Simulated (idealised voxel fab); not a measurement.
Process module, titled voxel released beams
Cross-sectional view cut (width: 185 nm; square cell size: 5 nm).
Format of a cross-section: grid, square cells. Given as bands. Order: top down. Band: one or more rows of cells.
Band: top height; bottom height; in nm. Then, left to right: material with width in nm, for each material. "full width": a single material spanning edge to edge. "air": empty space.
All heights in this document are referenced to 0, defined as the level beneath which the wafer, as received, consists entirely of one material. The lowest band is not bounded below; it extends indefinitely downward and is written in the form "0 nm and below".
Width "30..40": first value at the band's top row of cells, second value at its bottom row, equal change from row to row.
When a step is marked "no change occurred", none of the cells in the cross-section changed during that step.
In "Enclosed voids" the enclosed voids are listed, meaning empty spaces of 8 cells or larger without any opening to the top. The form is width x height at distance, distance from the left edge, units nm.
It should be noted that, on the line of a given step, the content following the step's settings is a remark produced by the simulator itself with respect to that step.
overlay nm, on a step with a mask: how far to the right of its planned place the mask lay; to the left if negative
-- Intended process steps
- 1: RECEIVE [material Si]
- 2: CONFORMAL_DEP [material SiN] [thk nm 5]
- 3: DIRECTIONAL_DEP [material SiO2] [thk nm 10]
- 4: MASKED_ETCH [tone open] [mask id ANCHOR] [width nm 45] [etch materials SiO2] [depth nm 10] [overlay nm 0]
- 5: CONFORMAL_DEP [material TiN] [thk nm 15]
- 6: DIRECTIONAL_DEP [material aC] [thk nm 15]
- 7: PATTERN [tone cover] [mask id BEAM] [material resist] [width nm 120] [thk nm 30] [overlay nm 0]
- 8: DIRECTIONAL_ETCH [etch materials aC] [depth nm 15]
- 9: STRIP [etch materials resist]
- 10: DIRECTIONAL_ETCH [etch materials TiN] [depth nm 15]
- 11: STRIP [etch materials aC]
- 12: STRIP [etch materials SiO2]
-- Cross-section: wafer on arrival = after step 1
* 0 nm and below  Si full width
* Enclosed voids: none
-- Module complete - cross-section of the first of two wafers, run according to plan
* 30 nm to 20 nm  air=30, TiN=20, air=15, TiN=85, air=35
* 20 nm to 15 nm  air=30, TiN=120, air=35
* 15 nm to 5 nm  air=35, TiN=45, air=105
* 5 nm to 0 nm  SiN full width
* 0 nm and below  Si full width
* Enclosed voids: none
-- The second wafer, shown in cross-section after the module: started the same way as the first and given the same plan, yet one mistake crept into how it was run
* 30 nm to 20 nm  SiN=50, air=15, SiN=120
* 20 nm to 15 nm  SiN full width
* 15 nm to 5 nm  SiO2=35, SiN=45, SiO2=105
* 5 nm to 0 nm  SiN full width
* 0 nm and below  Si full width
* Enclosed voids: none
Short version of what went wrong: step 5 was not run as planned; what actually ran was CONFORMAL_DEP [material SiN] [thk nm 15]
Final wafer comparison in cells, second versus first, more or fewer per material: 123 more of SiN; 56 more of SiO2; 84 fewer of TiN
